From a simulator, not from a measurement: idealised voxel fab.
Herein follows the process module entitled voxel fin reveal.
FYI the section here is cut, 255 nm wide, cells are 5 nm squares.
Reading order for cross-sections: top band down to bottom band. Underlying form: a grid of square cells. Band size: one or more rows of cells. Heights first: top, then bottom, in nm. Then materials, left to right, each with a width in nm. "full width" on a single material: fills the band edge to edge. "air": empty space. Height 0 is the level under which the wafer as received is all one material. The lowest band goes on downwards, as in "from 0 down". Width spec "30->40" -> top row of cells at first value, bottom row at second value, equal per-row change in between. No cell of the cross-section changed in a step that is given as "left unchanged". "Closed void entries" specifies each empty space that is not open to the top and that occupies no fewer than 8 cells, using the form width x height at distance, the distance measured from the left edge and all three quantities in nm. The remark found on a step's line after its settings is issued by the simulator itself and pertains to that step. If you see "overlay nm" on a step's line and that step has a mask, it's telling you how far right of where it was planned the mask ended up; a negative number means it went left instead.

Planned process steps
1 RECEIVE (material Si)
2 CONFORMAL_DEP (material SiN; thk nm 10)
3 PATTERN (tone cover; mask id FINS; material resist; width nm 15; pitch nm 40; thk nm 15; overlay nm 0)
4 DIRECTIONAL_ETCH (etch materials SiN; depth nm 10)
5 DIRECTIONAL_ETCH (etch materials Si; depth nm 35)
6 STRIP (etch materials resist)
7 OXIDIZE (depth nm 5)
8 FILL_DEP (material SiO2; thk nm 15)
9 CMP (height nm 10)
10 SELECTIVE_ETCH (etch materials SiO2; depth nm 35)
11 STRIP (etch materials SiN)

Received-state cross-section, reflecting completion of step 1
	from 0 down | Si full width
	Closed void entries: none

First wafer of two, sectioned at end of module; run went per plan
	from 0 to -25 | air 85 nm | Si 5 nm | air 35 nm | Si 5 nm | air 35 nm | Si 5 nm | air 85 nm
	from -25 to -40 | SiO2 85 nm | Si 5 nm | SiO2 35 nm | Si 5 nm | SiO2 35 nm | Si 5 nm | SiO2 85 nm
	from -40 down | Si full width
	Closed void entries: none

This is the second of the two wafers, cross-sectioned at the end of the module; it started exactly like the first and was given the same plan, but it was run with one mistake
	from 0 to -25 | air 85 nm | Si 5 nm | air 35 nm | Si 5 nm | air 35 nm | Si 5 nm | air 85 nm
	from -25 to -35 | SiO2 85 nm | Si 5 nm | SiO2 35 nm | Si 5 nm | SiO2 35 nm | Si 5 nm | SiO2 85 nm
	from -35 down | Si full width
	Closed void entries: none
So what did we get wrong on this run? step 5 was not run as planned; what actually ran was DIRECTIONAL_ETCH (etch materials Si; depth nm 30)
Materials where the second wafer ends with more or fewer cells than the first: +48 Si, -48 SiO2
